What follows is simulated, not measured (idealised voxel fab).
process module | voxel transistor to metal
cross-section cut | 190 nm wide | cells 5 nm
A cross-section is a grid of square cells, given in bands from the top down. A band is one or more rows of cells.
Each band's line starts with the height of the band's top and of its bottom, in nm. Then come its materials from left to right, each with its width in nm. One material with "throughout" fills the band from edge to edge. "air" is empty space.
Height 0 is the level under which the wafer as received is all one material. The lowest band goes on downwards, as in "0 down".
A width such as "30 to 40" changes by the same amount from each row of cells to the next, from the band's top row to its bottom row.
"no change" after a step means that no cell of the cross-section changed.
closed voids: empty space of 8 cells or more with no open way to the top, each as width x height at its distance from the left edge, in nm
after a step's settings: what the simulator itself notes on the step
overlay nm, on a step with a mask: how far to the right of its planned place the mask lay; to the left if negative
plan
1 op RECEIVE | material Si
2 op OXIDIZE | depth nm 5
3 op CONFORMAL_DEP | material SiN | thk nm 15
4 op DIRECTIONAL_DEP | material aC | thk nm 10
5 op PATTERN | tone cover | mask id ACTIVE | material resist | width nm 110 | thk nm 30 | overlay nm 0
6 op DIRECTIONAL_ETCH | etch materials aC | depth nm 10
7 op STRIP | etch materials resist
8 op DIRECTIONAL_ETCH | etch materials SiN | depth nm 15
9 op DIRECTIONAL_ETCH | etch materials SiO2 | depth nm 5
10 op DIRECTIONAL_ETCH | etch materials Si | depth nm 25
11 op STRIP | etch materials aC
12 op OXIDIZE | depth nm 5
13 op FILL_DEP | material SiO2 | thk nm 10
14 op CMP | height nm 15
15 op SELECTIVE_ETCH | etch materials SiO2 | depth nm 10
16 op STRIP | etch materials SiN
17 op SELECTIVE_ETCH | etch materials SiO2 | depth nm 5
18 op OXIDIZE | depth nm 5
19 op DIRECTIONAL_DEP | material polySi | thk nm 20
20 op DIRECTIONAL_DEP | material SiCN | thk nm 15
21 op PATTERN | tone cover | mask id GATE | material resist | width nm 20 | thk nm 15 | overlay nm 0
22 op DIRECTIONAL_ETCH | etch materials SiCN | depth nm 25
23 op DIRECTIONAL_ETCH | etch materials polySi | depth nm 30
24 op STRIP | etch materials resist
25 op CONFORMAL_DEP | material SiN | thk nm 5
26 op DIRECTIONAL_ETCH | etch materials SiN | depth nm 5
27 op DIRECTIONAL_ETCH | etch materials SiO2 | depth nm 5
28 op EPI | material pSi | thk nm 5
29 op FILL_DEP | material SiO2 | thk nm 10
30 op CMP | height nm 30
31 op DIRECTIONAL_DEP | material SiO2 | thk nm 15
32 op DIRECTIONAL_DEP | material aC | thk nm 15
33 op PATTERN | tone open | mask id CONTACT | material resist | width nm 35 | pitch nm 65 | thk nm 35 | overlay nm 0
34 op DIRECTIONAL_ETCH | etch materials aC | depth nm 15
35 op STRIP | etch materials resist
36 op DIRECTIONAL_ETCH | etch materials SiO2 | depth nm 50
37 op STRIP | etch materials aC
38 op CONFORMAL_DEP | material TiN | thk nm 5
39 op FILL_DEP | material Ru | thk nm 10
40 op CMP | height nm 45
41 op CONFORMAL_DEP | material SiCN | thk nm 5
42 op DIRECTIONAL_DEP | material lowk | thk nm 25
43 op DIRECTIONAL_DEP | material aC | thk nm 10
44 op PATTERN | tone open | mask id METAL_1 | material resist | width nm 20 | pitch nm 80 | thk nm 25 | overlay nm 0
45 op DIRECTIONAL_ETCH | etch materials aC | depth nm 10
46 op STRIP | etch materials resist
47 op DIRECTIONAL_ETCH | etch materials lowk | depth nm 25
48 op DIRECTIONAL_ETCH | etch materials SiCN | depth nm 5
49 op STRIP | etch materials aC
50 op CONFORMAL_DEP | material TiN | thk nm 5
51 op FILL_DEP | material Cu | thk nm 5
52 op CMP | height nm 75
53 op CONFORMAL_DEP | material SiCN | thk nm 5
first wafer, as planned
as received, after step 1
  0 down: Si throughout
  closed voids: none
after step 2
  0 to -5: SiO2 throughout
  below -5: unchanged
after step 3
  15 to 0: SiN throughout
  below 0: unchanged
after step 4
  25 to 15: aC throughout
  below 15: unchanged
after step 5
  55 to 25: air 40 | resist 110 | air 40
  below 25: unchanged
after step 6
  45 to 25: air 40 | resist 110 | air 40
  25 to 15: air 40 | aC 110 | air 40
  below 15: unchanged
after step 7
  25 to 15: air 40 | aC 110 | air 40
  below 15: unchanged
after step 8
  25 to 15: air 40 | aC 110 | air 40
  15 to 0: air 40 | SiN 110 | air 40
  below 0: unchanged
after step 9
  25 to 15: air 40 | aC 110 | air 40
  15 to 0: air 40 | SiN 110 | air 40
  0 to -5: air 40 | SiO2 110 | air 40
  below -5: unchanged
after step 10
  25 to 15: air 40 | aC 110 | air 40
  15 to 0: air 40 | SiN 110 | air 40
  0 to -5: air 40 | SiO2 110 | air 40
  -5 to -30: air 40 | Si 110 | air 40
  below -30: unchanged
after step 11
  15 to 0: air 40 | SiN 110 | air 40
  below 0: unchanged
after step 12
  15 to 0: air 40 | SiN 110 | air 40
  0 to -5: air 40 | SiO2 110 | air 40
  -5 to -30: air 40 | SiO2 5 | Si 100 | SiO2 5 | air 40
  -30 to -35: SiO2 45 | Si 100 | SiO2 45
  below -35: unchanged
after step 13
  25 to 15: SiO2 throughout
  15 to 0: SiO2 40 | SiN 110 | SiO2 40
  0 to -5: SiO2 throughout
  -5 to -35: SiO2 45 | Si 100 | SiO2 45
  below -35: unchanged
after step 14
  15 to 0: SiO2 40 | SiN 110 | SiO2 40
  below 0: unchanged
after step 15
  15 to 5: air 40 | SiN 110 | air 40
  below 5: unchanged
after step 16
  5 to 0: SiO2 40 | air 110 | SiO2 40
  below 0: unchanged
after step 17
  0 to -5: SiO2 35 | air 120 | SiO2 35
  below -5: unchanged
after step 18
  0 to -5: SiO2 35 | air 120 | SiO2 35
  -5 to -10: SiO2 throughout
  below -10: unchanged
after step 19
  20 to 15: polySi 35 | air 120 | polySi 35
  15 to 0: polySi throughout
  0 to -5: SiO2 35 | polySi 120 | SiO2 35
  below -5: unchanged
after step 20
  35 to 30: SiCN 35 | air 120 | SiCN 35
  30 to 20: SiCN throughout
  20 to 15: polySi 35 | SiCN 120 | polySi 35
  below 15: unchanged
after step 21
  50 to 35: air 85 | resist 20 | air 85
  35 to 30: SiCN 35 | air 50 | resist 20 | air 50 | SiCN 35
  below 30: unchanged
after step 22
  50 to 30: air 85 | resist 20 | air 85
  30 to 20: air 85 | SiCN 20 | air 85
  20 to 15: polySi 35 | air 50 | SiCN 20 | air 50 | polySi 35
  below 15: unchanged
after step 23
  50 to 30: air 85 | resist 20 | air 85
  30 to 15: air 85 | SiCN 20 | air 85
  15 to 0: air 85 | polySi 20 | air 85
  0 to -5: SiO2 35 | air 50 | polySi 20 | air 50 | SiO2 35
  below -5: unchanged
after step 24
  30 to 15: air 85 | SiCN 20 | air 85
  below 15: unchanged
after step 25
  35 to 30: air 80 | SiN 30 | air 80
  30 to 15: air 80 | SiN 5 | SiCN 20 | SiN 5 | air 80
  15 to 5: air 80 | SiN 5 | polySi 20 | SiN 5 | air 80
  5 to 0: SiN 40 | air 40 | SiN 5 | polySi 20 | SiN 5 | air 40 | SiN 40
  0 to -5: SiO2 35 | SiN 50 | polySi 20 | SiN 50 | SiO2 35
  below -5: unchanged
after step 26
  30 to 15: air 80 | SiN 5 | SiCN 20 | SiN 5 | air 80
  15 to 0: air 80 | SiN 5 | polySi 20 | SiN 5 | air 80
  0 to -5: SiO2 35 | SiN 5 | air 40 | SiN 5 | polySi 20 | SiN 5 | air 40 | SiN 5 | SiO2 35
  below -5: unchanged
after step 27
  30 to 15: air 80 | SiN 5 | SiCN 20 | SiN 5 | air 80
  15 to 0: air 80 | SiN 5 | polySi 20 | SiN 5 | air 80
  0 to -5: air 35 | SiN 5 | air 40 | SiN 5 | polySi 20 | SiN 5 | air 40 | SiN 5 | air 35
  -5 to -10: SiO2 40 | air 40 | SiO2 30 | air 40 | SiO2 40
  below -10: unchanged
after step 28
  30 to 15: air 80 | SiN 5 | SiCN 20 | SiN 5 | air 80
  15 to 0: air 80 | SiN 5 | polySi 20 | SiN 5 | air 80
  0 to -5: air 35 | SiN 5 | air 40 | SiN 5 | polySi 20 | SiN 5 | air 40 | SiN 5 | air 35
  -5 to -10: SiO2 40 | pSi 40 | SiO2 30 | pSi 40 | SiO2 40
  below -10: unchanged
after step 29
  40 to 30: SiO2 throughout
  30 to 15: SiO2 80 | SiN 5 | SiCN 20 | SiN 5 | SiO2 80
  15 to 0: SiO2 80 | SiN 5 | polySi 20 | SiN 5 | SiO2 80
  0 to -5: SiO2 35 | SiN 5 | SiO2 40 | SiN 5 | polySi 20 | SiN 5 | SiO2 40 | SiN 5 | SiO2 35
  below -5: unchanged
after step 30
  30 to 15: SiO2 80 | SiN 5 | SiCN 20 | SiN 5 | SiO2 80
  below 15: unchanged
after step 31
  45 to 30: SiO2 throughout
  below 30: unchanged
after step 32
  60 to 45: aC throughout
  below 45: unchanged
after step 33
  95 to 60: resist 45 | air 35 | resist 30 | air 35 | resist 45
  below 60: unchanged
after step 34
  80 to 60: resist 45 | air 35 | resist 30 | air 35 | resist 45
  60 to 45: aC 45 | air 35 | aC 30 | air 35 | aC 45
  below 45: unchanged
after step 35
  60 to 45: aC 45 | air 35 | aC 30 | air 35 | aC 45
  below 45: unchanged
after step 36
  60 to 45: aC 45 | air 35 | aC 30 | air 35 | aC 45
  45 to 30: SiO2 45 | air 35 | SiO2 30 | air 35 | SiO2 45
  30 to 15: SiO2 45 | air 35 | SiN 5 | SiCN 20 | SiN 5 | air 35 | SiO2 45
  15 to 0: SiO2 45 | air 35 | SiN 5 | polySi 20 | SiN 5 | air 35 | SiO2 45
  0 to -5: SiO2 35 | SiN 5 | SiO2 5 | air 35 | SiN 5 | polySi 20 | SiN 5 | air 35 | SiO2 5 | SiN 5 | SiO2 35
  below -5: unchanged
after step 37
  45 to 30: SiO2 45 | air 35 | SiO2 30 | air 35 | SiO2 45
  below 30: unchanged
after step 38
  50 to 45: TiN 50 | air 25 | TiN 40 | air 25 | TiN 50
  45 to 30: SiO2 45 | TiN 5 | air 25 | TiN 5 | SiO2 30 | TiN 5 | air 25 | TiN 5 | SiO2 45
  30 to 15: SiO2 45 | TiN 5 | air 25 | TiN 5 | SiN 5 | SiCN 20 | SiN 5 | TiN 5 | air 25 | TiN 5 | SiO2 45
  15 to 0: SiO2 45 | TiN 5 | air 25 | TiN 5 | SiN 5 | polySi 20 | SiN 5 | TiN 5 | air 25 | TiN 5 | SiO2 45
  0 to -5: SiO2 35 | SiN 5 | SiO2 5 | TiN 35 | SiN 5 | polySi 20 | SiN 5 | TiN 35 | SiO2 5 | SiN 5 | SiO2 35
  below -5: unchanged
after step 39
  60 to 50: Ru throughout
  50 to 45: TiN 50 | Ru 25 | TiN 40 | Ru 25 | TiN 50
  45 to 30: SiO2 45 | TiN 5 | Ru 25 | TiN 5 | SiO2 30 | TiN 5 | Ru 25 | TiN 5 | SiO2 45
  30 to 15: SiO2 45 | TiN 5 | Ru 25 | TiN 5 | SiN 5 | SiCN 20 | SiN 5 | TiN 5 | Ru 25 | TiN 5 | SiO2 45
  15 to 0: SiO2 45 | TiN 5 | Ru 25 | TiN 5 | SiN 5 | polySi 20 | SiN 5 | TiN 5 | Ru 25 | TiN 5 | SiO2 45
  below 0: unchanged
after step 40
  45 to 30: SiO2 45 | TiN 5 | Ru 25 | TiN 5 | SiO2 30 | TiN 5 | Ru 25 | TiN 5 | SiO2 45
  below 30: unchanged
after step 41
  50 to 45: SiCN throughout
  below 45: unchanged
after step 42
  75 to 50: lowk throughout
  below 50: unchanged
after step 43
  85 to 75: aC throughout
  below 75: unchanged
after step 44
  110 to 85: resist 45 | air 20 | resist 60 | air 20 | resist 45
  below 85: unchanged
after step 45
  100 to 85: resist 45 | air 20 | resist 60 | air 20 | resist 45
  85 to 75: aC 45 | air 20 | aC 60 | air 20 | aC 45
  below 75: unchanged
after step 46
  85 to 75: aC 45 | air 20 | aC 60 | air 20 | aC 45
  below 75: unchanged
after step 47
  85 to 75: aC 45 | air 20 | aC 60 | air 20 | aC 45
  75 to 50: lowk 45 | air 20 | lowk 60 | air 20 | lowk 45
  below 50: unchanged
after step 48
  85 to 75: aC 45 | air 20 | aC 60 | air 20 | aC 45
  75 to 50: lowk 45 | air 20 | lowk 60 | air 20 | lowk 45
  50 to 45: SiCN 45 | air 20 | SiCN 60 | air 20 | SiCN 45
  below 45: unchanged
after step 49
  75 to 50: lowk 45 | air 20 | lowk 60 | air 20 | lowk 45
  below 50: unchanged
after step 50
  80 to 75: TiN 50 | air 10 | TiN 70 | air 10 | TiN 50
  75 to 50: lowk 45 | TiN 5 | air 10 | TiN 5 | lowk 60 | TiN 5 | air 10 | TiN 5 | lowk 45
  50 to 45: SiCN 45 | TiN 20 | SiCN 60 | TiN 20 | SiCN 45
  below 45: unchanged
after step 51
  85 to 80: Cu throughout
  80 to 75: TiN 50 | Cu 10 | TiN 70 | Cu 10 | TiN 50
  75 to 50: lowk 45 | TiN 5 | Cu 10 | TiN 5 | lowk 60 | TiN 5 | Cu 10 | TiN 5 | lowk 45
  below 50: unchanged
after step 52
  75 to 50: lowk 45 | TiN 5 | Cu 10 | TiN 5 | lowk 60 | TiN 5 | Cu 10 | TiN 5 | lowk 45
  below 50: unchanged
after step 53
  80 to 75: SiCN throughout
  below 75: unchanged
second wafer: like start, like plan, one mistake. Through step 30 it matches the first wafer
when step 31 should have ended
  60 to 30: SiO2 throughout
  below 30: unchanged
when step 32 should have ended
  75 to 60: aC throughout
  below 60: unchanged
when step 33 should have ended
  110 to 75: resist 45 | air 35 | resist 30 | air 35 | resist 45
  below 75: unchanged
when step 34 should have ended
  95 to 75: resist 45 | air 35 | resist 30 | air 35 | resist 45
  75 to 60: aC 45 | air 35 | aC 30 | air 35 | aC 45
  below 60: unchanged
when step 35 should have ended
  75 to 60: aC 45 | air 35 | aC 30 | air 35 | aC 45
  below 60: unchanged
when step 36 should have ended
  75 to 60: aC 45 | air 35 | aC 30 | air 35 | aC 45
  60 to 30: SiO2 45 | air 35 | SiO2 30 | air 35 | SiO2 45
  30 to 15: SiO2 45 | air 35 | SiN 5 | SiCN 20 | SiN 5 | air 35 | SiO2 45
  15 to 10: SiO2 45 | air 35 | SiN 5 | polySi 20 | SiN 5 | air 35 | SiO2 45
  below 10: unchanged
when step 37 should have ended
  60 to 30: SiO2 45 | air 35 | SiO2 30 | air 35 | SiO2 45
  below 30: unchanged
when step 38 should have ended
  65 to 60: TiN 50 | air 25 | TiN 40 | air 25 | TiN 50
  60 to 30: SiO2 45 | TiN 5 | air 25 | TiN 5 | SiO2 30 | TiN 5 | air 25 | TiN 5 | SiO2 45
  30 to 15: SiO2 45 | TiN 5 | air 25 | TiN 5 | SiN 5 | SiCN 20 | SiN 5 | TiN 5 | air 25 | TiN 5 | SiO2 45
  15 to 10: SiO2 45 | TiN 35 | SiN 5 | polySi 20 | SiN 5 | TiN 35 | SiO2 45
  below 10: unchanged
when step 39 should have ended
  75 to 65: Ru throughout
  65 to 60: TiN 50 | Ru 25 | TiN 40 | Ru 25 | TiN 50
  60 to 30: SiO2 45 | TiN 5 | Ru 25 | TiN 5 | SiO2 30 | TiN 5 | Ru 25 | TiN 5 | SiO2 45
  30 to 15: SiO2 45 | TiN 5 | Ru 25 | TiN 5 | SiN 5 | SiCN 20 | SiN 5 | TiN 5 | Ru 25 | TiN 5 | SiO2 45
  below 15: unchanged
when step 40 should have ended
  45 to 30: SiO2 45 | TiN 5 | Ru 25 | TiN 5 | SiO2 30 | TiN 5 | Ru 25 | TiN 5 | SiO2 45
  below 30: unchanged
when step 41 should have ended
  50 to 45: SiCN throughout
  below 45: unchanged
when step 42 should have ended
  75 to 50: lowk throughout
  below 50: unchanged
when step 43 should have ended
  85 to 75: aC throughout
  below 75: unchanged
when step 44 should have ended
  110 to 85: resist 45 | air 20 | resist 60 | air 20 | resist 45
  below 85: unchanged
when step 45 should have ended
  100 to 85: resist 45 | air 20 | resist 60 | air 20 | resist 45
  85 to 75: aC 45 | air 20 | aC 60 | air 20 | aC 45
  below 75: unchanged
when step 46 should have ended
  85 to 75: aC 45 | air 20 | aC 60 | air 20 | aC 45
  below 75: unchanged
when step 47 should have ended
  85 to 75: aC 45 | air 20 | aC 60 | air 20 | aC 45
  75 to 50: lowk 45 | air 20 | lowk 60 | air 20 | lowk 45
  below 50: unchanged
when step 48 should have ended
  85 to 75: aC 45 | air 20 | aC 60 | air 20 | aC 45
  75 to 50: lowk 45 | air 20 | lowk 60 | air 20 | lowk 45
  50 to 45: SiCN 45 | air 20 | SiCN 60 | air 20 | SiCN 45
  below 45: unchanged
when step 49 should have ended
  75 to 50: lowk 45 | air 20 | lowk 60 | air 20 | lowk 45
  below 50: unchanged
when step 50 should have ended
  80 to 75: TiN 50 | air 10 | TiN 70 | air 10 | TiN 50
  75 to 50: lowk 45 | TiN 5 | air 10 | TiN 5 | lowk 60 | TiN 5 | air 10 | TiN 5 | lowk 45
  50 to 45: SiCN 45 | TiN 20 | SiCN 60 | TiN 20 | SiCN 45
  below 45: unchanged
when step 51 should have ended
  85 to 80: Cu throughout
  80 to 75: TiN 50 | Cu 10 | TiN 70 | Cu 10 | TiN 50
  75 to 50: lowk 45 | TiN 5 | Cu 10 | TiN 5 | lowk 60 | TiN 5 | Cu 10 | TiN 5 | lowk 45
  below 50: unchanged
when step 52 should have ended
  75 to 50: lowk 45 | TiN 5 | Cu 10 | TiN 5 | lowk 60 | TiN 5 | Cu 10 | TiN 5 | lowk 45
  below 50: unchanged
when step 53 should have ended
  80 to 75: SiCN throughout
  below 75: unchanged
what went wrong: step 31 was run twice
at the end the second wafer has, in cells: 30 fewer of Ru | 42 more of SiO2 | 12 fewer of TiN
